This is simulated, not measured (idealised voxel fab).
Process module under the name voxel trench capacitor
Each square cell in cross-section cut measures 5 nm, and the section as a whole is 160 nm wide.
Throughout this document, each cross-section is represented as a grid of square cells and is presented as a sequence of bands enumerated from the top downward, where a band comprises one or more rows of cells.
Look at the band entry: it leads with the top's height and the bottom's height in nm. Then it lists the materials left to right, with a width in nm for each. The word "everywhere" on a single material says that material fills the band edge to edge. The word "empty" is empty space.
Heads up on the height convention: 0 is the point under which the incoming wafer is all one material, and the lowest band has no bottom, it just keeps going down, like "0 and below".
Quick explanation for "30..40": the width changes in equal steps down the rows of cells, from the first number in the band's top row to the second number in its bottom row.
"changes: none" for a step: no cell of the cross-section changed in that step.
Entry "Closed void roster" = empty spaces >= 8 cells with no open way to the top; each as width x height at distance, distance from left edge, all nm.
Where a step's line continues beyond its settings, the continuation is a remark by the simulator itself on that step.
"overlay nm" on a masked step: distance the mask lay right of its planned place, negative for left.
-- Process steps - plan
1: RECEIVE with material Si
2: CONFORMAL_DEP with material SiN, thk nm 5
3: DIRECTIONAL_DEP with material aC, thk nm 15
4: PATTERN with tone open, mask id TRENCH, material resist, width nm 15, pitch nm 35, thk nm 30, overlay nm 0
5: DIRECTIONAL_ETCH with etch materials aC, depth nm 15
6: STRIP with etch materials resist
7: DIRECTIONAL_ETCH with etch materials SiN, depth nm 5
8: DIRECTIONAL_ETCH with etch materials Si, depth nm 25
9: STRIP with etch materials aC
10: CONFORMAL_DEP with material Al2O3, thk nm 5
11: FILL_DEP with material polySi, thk nm 5
12: CMP with height nm 5
-- Wafer as received: cross-section following step 1
  0 and below = Si everywhere
  Closed void roster: none
-- The plan above was carried out on the starting structure above with one mistake, and this cross-section shows the wafer at the end of the module
  5 down to 0 = SiN 60, polySi 5, SiN 30, polySi 5, SiN 60
  0 down to -20 = Si 55, SiN 5, polySi 5, SiN 5, Si 20, SiN 5, polySi 5, SiN 5, Si 55
  -20 down to -25 = Si 55, SiN 15, Si 20, SiN 15, Si 55
  -25 and below = Si everywhere
  Closed void roster: none
Against the plan, the run slipped here: step 10 ran as: CONFORMAL_DEP with material SiN, thk nm 5
